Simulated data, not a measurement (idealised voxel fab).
The following is a process module called voxel self aligned contacts.
Pictured: cross-section cut, 295 nm wide, on a grid of 5 nm square cells.
Bands, listed from the top down, are how a cross-section gets written in this document; the cross-section itself is a grid of square cells, and a band is one or more rows of them.
Band: top height; bottom height; in nm. Then, left to right: material with width in nm, for each material. "full width": a single material spanning edge to edge. "blank": empty space.
Measure heights from 0. That's the level where, below it, the as-received wafer is all one material. The lowest band is bottomless and extends downward; write it as in "top 0, no bottom".
With a width like "30..40", each row of cells in the band differs from the next by the same amount, the top row carrying the first number and the bottom row the second.
"same as before" after a step means that no cell of the cross-section changed.
Voids not open to the top, 8 cells minimum: see "Unvented cavities". Written width x height at distance; distance is from the left edge; nm.
after a step's settings: what the simulator itself notes on the step
overlay nm: how far to the right of its planned place the mask lay on this masked step (negative: to the left).
PROCESS STEPS FORESEEN IN THE PLAN
| 1 | RECEIVE [material Si] |
| 2 | CONFORMAL_DEP [material SiO2] [thk nm 5] |
| 3 | DIRECTIONAL_DEP [material polySi] [thk nm 30] |
| 4 | DIRECTIONAL_DEP [material SiN] [thk nm 25] |
| 5 | MASKED_ETCH [tone cover] [mask id GATE] [width nm 30] [pitch nm 75] [etch materials SiN] [depth nm 25] [overlay nm 0] |
| 6 | MASKED_ETCH [tone cover] [mask id GATE] [width nm 30] [pitch nm 75] [etch materials polySi] [depth nm 30] [overlay nm 0] |
| 7 | CONFORMAL_DEP [material SiN] [thk nm 10] |
| 8 | DIRECTIONAL_ETCH [etch materials SiN] [depth nm 10] |
| 9 | FILL_DEP [material SiO2] [thk nm 15] |
| 10 | CMP [height nm 65] |
| 11 | PATTERN [tone open] [mask id CONTACT] [material resist] [width nm 55] [pitch nm 75] [thk nm 15] [overlay nm 0] |
| 12 | DIRECTIONAL_ETCH [etch materials SiO2] [depth nm 65] |
| 13 | STRIP [etch materials resist] |
| 14 | CONFORMAL_DEP [material TiN] [thk nm 5] |
| 15 | FILL_DEP [material W] [thk nm 10] |
| 16 | CMP [height nm 65] |
| 17 | CONFORMAL_DEP [material SiCN] [thk nm 5] |
WHAT FOLLOWS COVERS THE FIRST OF TWO WAFERS; IT RAN AS PLANNED
WAFER AS RECEIVED: CROSS-SECTION FOLLOWING STEP 1
    top 0, no bottom  Si full width
    Unvented cavities: none
HOW THE WAFER STANDS IN SECTION AFTER STEP 2
    top 5, bottom 0  SiO2 full width
    Under the height 0 nothing was changed.
HOW THE WAFER STANDS IN SECTION AFTER STEP 3
    top 35, bottom 5  polySi full width
    Under the height 5 nothing was changed.
HOW THE WAFER STANDS IN SECTION AFTER STEP 4
    top 60, bottom 35  SiN full width
    Under the height 35 nothing was changed.
HOW THE WAFER STANDS IN SECTION AFTER STEP 5
    top 60, bottom 35  55 nm blank; 30 nm SiN; 45 nm blank; 30 nm SiN; 45 nm blank; 30 nm SiN; 60 nm blank
    Under the height 35 nothing was changed.
HOW THE WAFER STANDS IN SECTION AFTER STEP 6
    top 60, bottom 35  55 nm blank; 30 nm SiN; 45 nm blank; 30 nm SiN; 45 nm blank; 30 nm SiN; 60 nm blank
    top 35, bottom 5  55 nm blank; 30 nm polySi; 45 nm blank; 30 nm polySi; 45 nm blank; 30 nm polySi; 60 nm blank
    Under the height 5 nothing was changed.
HOW THE WAFER STANDS IN SECTION AFTER STEP 7
    top 70, bottom 35  45 nm blank; 50 nm SiN; 25 nm blank; 50 nm SiN; 25 nm blank; 50 nm SiN; 50 nm blank
    top 35, bottom 15  45 nm blank; 10 nm SiN; 30 nm polySi; 10 nm SiN; 25 nm blank; 10 nm SiN; 30 nm polySi; 10 nm SiN; 25 nm blank; 10 nm SiN; 30 nm polySi; 10 nm SiN; 50 nm blank
    top 15, bottom 5  55 nm SiN; 30 nm polySi; 45 nm SiN; 30 nm polySi; 45 nm SiN; 30 nm polySi; 60 nm SiN
    Under the height 5 nothing was changed.
HOW THE WAFER STANDS IN SECTION AFTER STEP 8
    top 60, bottom 35  45 nm blank; 50 nm SiN; 25 nm blank; 50 nm SiN; 25 nm blank; 50 nm SiN; 50 nm blank
    top 35, bottom 5  45 nm blank; 10 nm SiN; 30 nm polySi; 10 nm SiN; 25 nm blank; 10 nm SiN; 30 nm polySi; 10 nm SiN; 25 nm blank; 10 nm SiN; 30 nm polySi; 10 nm SiN; 50 nm blank
    Under the height 5 nothing was changed.
HOW THE WAFER STANDS IN SECTION AFTER STEP 9
    top 75, bottom 60  SiO2 full width
    top 60, bottom 35  45 nm SiO2; 50 nm SiN; 25 nm SiO2; 50 nm SiN; 25 nm SiO2; 50 nm SiN; 50 nm SiO2
    top 35, bottom 5  45 nm SiO2; 10 nm SiN; 30 nm polySi; 10 nm SiN; 25 nm SiO2; 10 nm SiN; 30 nm polySi; 10 nm SiN; 25 nm SiO2; 10 nm SiN; 30 nm polySi; 10 nm SiN; 50 nm SiO2
    Under the height 5 nothing was changed.
HOW THE WAFER STANDS IN SECTION AFTER STEP 10
    top 65, bottom 60  SiO2 full width
    Under the height 60 nothing was changed.
HOW THE WAFER STANDS IN SECTION AFTER STEP 11
    top 80, bottom 65  80 nm resist; 55 nm blank; 20 nm resist; 55 nm blank; 85 nm resist
    Under the height 65 nothing was changed.
HOW THE WAFER STANDS IN SECTION AFTER STEP 12
    top 80, bottom 65  80 nm resist; 55 nm blank; 20 nm resist; 55 nm blank; 85 nm resist
    top 65, bottom 60  80 nm SiO2; 55 nm blank; 20 nm SiO2; 55 nm blank; 85 nm SiO2
    top 60, bottom 35  45 nm SiO2; 50 nm SiN; 25 nm blank; 50 nm SiN; 25 nm blank; 50 nm SiN; 50 nm SiO2
    top 35, bottom 5  45 nm SiO2; 10 nm SiN; 30 nm polySi; 10 nm SiN; 25 nm blank; 10 nm SiN; 30 nm polySi; 10 nm SiN; 25 nm blank; 10 nm SiN; 30 nm polySi; 10 nm SiN; 50 nm SiO2
    top 5, bottom 0  95 nm SiO2; 25 nm blank; 50 nm SiO2; 25 nm blank; 100 nm SiO2
    Under the height 0 nothing was changed.
HOW THE WAFER STANDS IN SECTION AFTER STEP 13
    top 65, bottom 60  80 nm SiO2; 55 nm blank; 20 nm SiO2; 55 nm blank; 85 nm SiO2
    Under the height 60 nothing was changed.
HOW THE WAFER STANDS IN SECTION AFTER STEP 14
    top 70, bottom 65  85 nm TiN; 45 nm blank; 30 nm TiN; 45 nm blank; 90 nm TiN
    top 65, bottom 60  80 nm SiO2; 20 nm TiN; 15 nm blank; 20 nm TiN; 20 nm SiO2; 20 nm TiN; 15 nm blank; 20 nm TiN; 85 nm SiO2
    top 60, bottom 35  45 nm SiO2; 50 nm SiN; 5 nm TiN; 15 nm blank; 5 nm TiN; 50 nm SiN; 5 nm TiN; 15 nm blank; 5 nm TiN; 50 nm SiN; 50 nm SiO2
    top 35, bottom 5  45 nm SiO2; 10 nm SiN; 30 nm polySi; 10 nm SiN; 5 nm TiN; 15 nm blank; 5 nm TiN; 10 nm SiN; 30 nm polySi; 10 nm SiN; 5 nm TiN; 15 nm blank; 5 nm TiN; 10 nm SiN; 30 nm polySi; 10 nm SiN; 50 nm SiO2
    top 5, bottom 0  95 nm SiO2; 25 nm TiN; 50 nm SiO2; 25 nm TiN; 100 nm SiO2
    Under the height 0 nothing was changed.
HOW THE WAFER STANDS IN SECTION AFTER STEP 15
    top 80, bottom 70  W full width
    top 70, bottom 65  85 nm TiN; 45 nm W; 30 nm TiN; 45 nm W; 90 nm TiN
    top 65, bottom 60  80 nm SiO2; 20 nm TiN; 15 nm W; 20 nm TiN; 20 nm SiO2; 20 nm TiN; 15 nm W; 20 nm TiN; 85 nm SiO2
    top 60, bottom 35  45 nm SiO2; 50 nm SiN; 5 nm TiN; 15 nm W; 5 nm TiN; 50 nm SiN; 5 nm TiN; 15 nm W; 5 nm TiN; 50 nm SiN; 50 nm SiO2
    top 35, bottom 5  45 nm SiO2; 10 nm SiN; 30 nm polySi; 10 nm SiN; 5 nm TiN; 15 nm W; 5 nm TiN; 10 nm SiN; 30 nm polySi; 10 nm SiN; 5 nm TiN; 15 nm W; 5 nm TiN; 10 nm SiN; 30 nm polySi; 10 nm SiN; 50 nm SiO2
    Under the height 5 nothing was changed.
HOW THE WAFER STANDS IN SECTION AFTER STEP 16
    top 65, bottom 60  80 nm SiO2; 20 nm TiN; 15 nm W; 20 nm TiN; 20 nm SiO2; 20 nm TiN; 15 nm W; 20 nm TiN; 85 nm SiO2
    Under the height 60 nothing was changed.
HOW THE WAFER STANDS IN SECTION AFTER STEP 17
    top 70, bottom 65  SiCN full width
    Under the height 65 nothing was changed.
FOR THE SECOND WAFER, TAKE THE FIRST WAFER'S START AND PLAN, THEN ADD ONE MISTAKE MADE IN RUNNING IT; EVERYTHING THROUGH STEP 2, THAT STEP INCLUDED, IS SHARED WITH THE FIRST
WHEN STEP 3 SHOULD HAVE ENDED
    top 65, bottom 5  polySi full width
    Under the height 5 nothing was changed.
WHEN STEP 4 SHOULD HAVE ENDED
    top 90, bottom 65  SiN full width
    Under the height 65 nothing was changed.
WHEN STEP 5 SHOULD HAVE ENDED
    top 90, bottom 65  55 nm blank; 30 nm SiN; 45 nm blank; 30 nm SiN; 45 nm blank; 30 nm SiN; 60 nm blank
    Under the height 65 nothing was changed.
WHEN STEP 6 SHOULD HAVE ENDED
    top 90, bottom 65  55 nm blank; 30 nm SiN; 45 nm blank; 30 nm SiN; 45 nm blank; 30 nm SiN; 60 nm blank
    top 65, bottom 35  55 nm blank; 30 nm polySi; 45 nm blank; 30 nm polySi; 45 nm blank; 30 nm polySi; 60 nm blank
    Under the height 35 nothing was changed.
WHEN STEP 7 SHOULD HAVE ENDED
    top 100, bottom 65  45 nm blank; 50 nm SiN; 25 nm blank; 50 nm SiN; 25 nm blank; 50 nm SiN; 50 nm blank
    top 65, bottom 45  45 nm blank; 10 nm SiN; 30 nm polySi; 10 nm SiN; 25 nm blank; 10 nm SiN; 30 nm polySi; 10 nm SiN; 25 nm blank; 10 nm SiN; 30 nm polySi; 10 nm SiN; 50 nm blank
    top 45, bottom 35  55 nm SiN; 30 nm polySi; 45 nm SiN; 30 nm polySi; 45 nm SiN; 30 nm polySi; 60 nm SiN
    Under the height 35 nothing was changed.
WHEN STEP 8 SHOULD HAVE ENDED
    top 90, bottom 65  45 nm blank; 50 nm SiN; 25 nm blank; 50 nm SiN; 25 nm blank; 50 nm SiN; 50 nm blank
    top 65, bottom 35  45 nm blank; 10 nm SiN; 30 nm polySi; 10 nm SiN; 25 nm blank; 10 nm SiN; 30 nm polySi; 10 nm SiN; 25 nm blank; 10 nm SiN; 30 nm polySi; 10 nm SiN; 50 nm blank
    Under the height 35 nothing was changed.
WHEN STEP 9 SHOULD HAVE ENDED
    top 105, bottom 90  SiO2 full width
    top 90, bottom 65  45 nm SiO2; 50 nm SiN; 25 nm SiO2; 50 nm SiN; 25 nm SiO2; 50 nm SiN; 50 nm SiO2
    top 65, bottom 35  45 nm SiO2; 10 nm SiN; 30 nm polySi; 10 nm SiN; 25 nm SiO2; 10 nm SiN; 30 nm polySi; 10 nm SiN; 25 nm SiO2; 10 nm SiN; 30 nm polySi; 10 nm SiN; 50 nm SiO2
    Under the height 35 nothing was changed.
WHEN STEP 10 SHOULD HAVE ENDED
    top 65, bottom 35  45 nm SiO2; 10 nm SiN; 30 nm polySi; 10 nm SiN; 25 nm SiO2; 10 nm SiN; 30 nm polySi; 10 nm SiN; 25 nm SiO2; 10 nm SiN; 30 nm polySi; 10 nm SiN; 50 nm SiO2
    Under the height 35 nothing was changed.
WHEN STEP 11 SHOULD HAVE ENDED
    top 80, bottom 65  80 nm resist; 55 nm blank; 20 nm resist; 55 nm blank; 85 nm resist
    Under the height 65 nothing was changed.
WHEN STEP 12 SHOULD HAVE ENDED
    top 80, bottom 65  80 nm resist; 55 nm blank; 20 nm resist; 55 nm blank; 85 nm resist
    top 65, bottom 35  45 nm SiO2; 10 nm SiN; 30 nm polySi; 10 nm SiN; 25 nm blank; 10 nm SiN; 30 nm polySi; 10 nm SiN; 25 nm blank; 10 nm SiN; 30 nm polySi; 10 nm SiN; 50 nm SiO2
    Under the height 35 nothing was changed.
WHEN STEP 13 SHOULD HAVE ENDED
    top 65, bottom 35  45 nm SiO2; 10 nm SiN; 30 nm polySi; 10 nm SiN; 25 nm blank; 10 nm SiN; 30 nm polySi; 10 nm SiN; 25 nm blank; 10 nm SiN; 30 nm polySi; 10 nm SiN; 50 nm SiO2
    Under the height 35 nothing was changed.
WHEN STEP 14 SHOULD HAVE ENDED
    top 70, bottom 65  100 nm TiN; 15 nm blank; 60 nm TiN; 15 nm blank; 105 nm TiN
    top 65, bottom 40  45 nm SiO2; 10 nm SiN; 30 nm polySi; 10 nm SiN; 5 nm TiN; 15 nm blank; 5 nm TiN; 10 nm SiN; 30 nm polySi; 10 nm SiN; 5 nm TiN; 15 nm blank; 5 nm TiN; 10 nm SiN; 30 nm polySi; 10 nm SiN; 50 nm SiO2
    top 40, bottom 35  45 nm SiO2; 10 nm SiN; 30 nm polySi; 10 nm SiN; 25 nm TiN; 10 nm SiN; 30 nm polySi; 10 nm SiN; 25 nm TiN; 10 nm SiN; 30 nm polySi; 10 nm SiN; 50 nm SiO2
    Under the height 35 nothing was changed.
WHEN STEP 15 SHOULD HAVE ENDED
    top 80, bottom 70  W full width
    top 70, bottom 65  100 nm TiN; 15 nm W; 60 nm TiN; 15 nm W; 105 nm TiN
    top 65, bottom 40  45 nm SiO2; 10 nm SiN; 30 nm polySi; 10 nm SiN; 5 nm TiN; 15 nm W; 5 nm TiN; 10 nm SiN; 30 nm polySi; 10 nm SiN; 5 nm TiN; 15 nm W; 5 nm TiN; 10 nm SiN; 30 nm polySi; 10 nm SiN; 50 nm SiO2
    Under the height 40 nothing was changed.
WHEN STEP 16 SHOULD HAVE ENDED
    top 65, bottom 40  45 nm SiO2; 10 nm SiN; 30 nm polySi; 10 nm SiN; 5 nm TiN; 15 nm W; 5 nm TiN; 10 nm SiN; 30 nm polySi; 10 nm SiN; 5 nm TiN; 15 nm W; 5 nm TiN; 10 nm SiN; 30 nm polySi; 10 nm SiN; 50 nm SiO2
    Under the height 40 nothing was changed.
WHEN STEP 17 SHOULD HAVE ENDED
    top 70, bottom 65  SiCN full width
    Under the height 65 nothing was changed.
What went wrong in running the wafer? step 3 in the plan was executed twice
End of process, cell counts, second wafer against first, materials with more or fewer: 150 fewer of SiN, 122 fewer of SiO2, 40 fewer of TiN, 42 fewer of W, 354 more of polySi
